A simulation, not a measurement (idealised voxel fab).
The document below concerns the process module designated voxel double patterning.
For reference, the cross-section in this document is cut, with width 265 nm and square cells of 5 nm.
A cross-section in this document is a grid of square cells, and it is written down as bands, the top band listed before the ones below it; a band is made up of one or more rows of cells. Heads up on the band format: heights come first, top then bottom, in nm. After that it's the materials left to right, each with its width in nm. A single material flagged "everywhere" fills the whole band edge to edge, and "empty" means there's empty space there. For the purposes of this specification, 0 denotes the height below which the wafer in its as-received condition is composed wholly of one material, and the lowermost band, lacking a lower limit, extends downward without end, as expressed in "from 0 down". Top row gets the first number, bottom row gets the second, and each row in between changes by the same step: that is how a band width like "30 to 40" works. It should be understood that the words "no modification", when stated for a given step, signify that the cross-section underwent no change in any of its cells during that step. "Voids, sealed" lists enclosed empty spaces (at least 8 cells, no open path upward to the top), each as width x height at distance from the left edge, in nm. Anything after a step's settings on that line? It's the simulator's own note about the step. The optional step-line setting "overlay nm" applies to steps with a mask and quantifies how far to the right of its planned location the mask lay, a negative value indicating leftward placement.
The planned process steps are enumerated hereunder
- 1: RECEIVE [material Si]
- 2: CONFORMAL_DEP [material SiO2] [thk nm 10]
- 3: DIRECTIONAL_DEP [material W] [thk nm 15]
- 4: DIRECTIONAL_DEP [material SiCN] [thk nm 10]
- 5: MASKED_ETCH [tone open] [mask id FIRST] [width nm 15] [pitch nm 50] [etch materials SiCN] [depth nm 10] [overlay nm 0]
- 6: PATTERN [tone open] [mask id SECOND] [material resist] [width nm 15] [thk nm 15] [overlay nm 0]
- 7: DIRECTIONAL_ETCH [etch materials SiCN] [depth nm 10]
- 8: STRIP [etch materials resist]
- 9: DIRECTIONAL_ETCH [etch materials W] [depth nm 15]
- 10: STRIP [etch materials SiCN]
Cross-section of the wafer at receipt, which is the condition after step 1
- from 0 down  Si everywhere
- Voids, sealed: none
One mistake in running the module, otherwise start and plan as above: cross-section at the end
- from 25 to 15  SiO2 everywhere
- from 15 to 0  W everywhere
- from 0 down  Si everywhere
- Voids, sealed: none
What broke from the plan during processing? deviation from plan: step 3 and step 2 executed in one another's positions
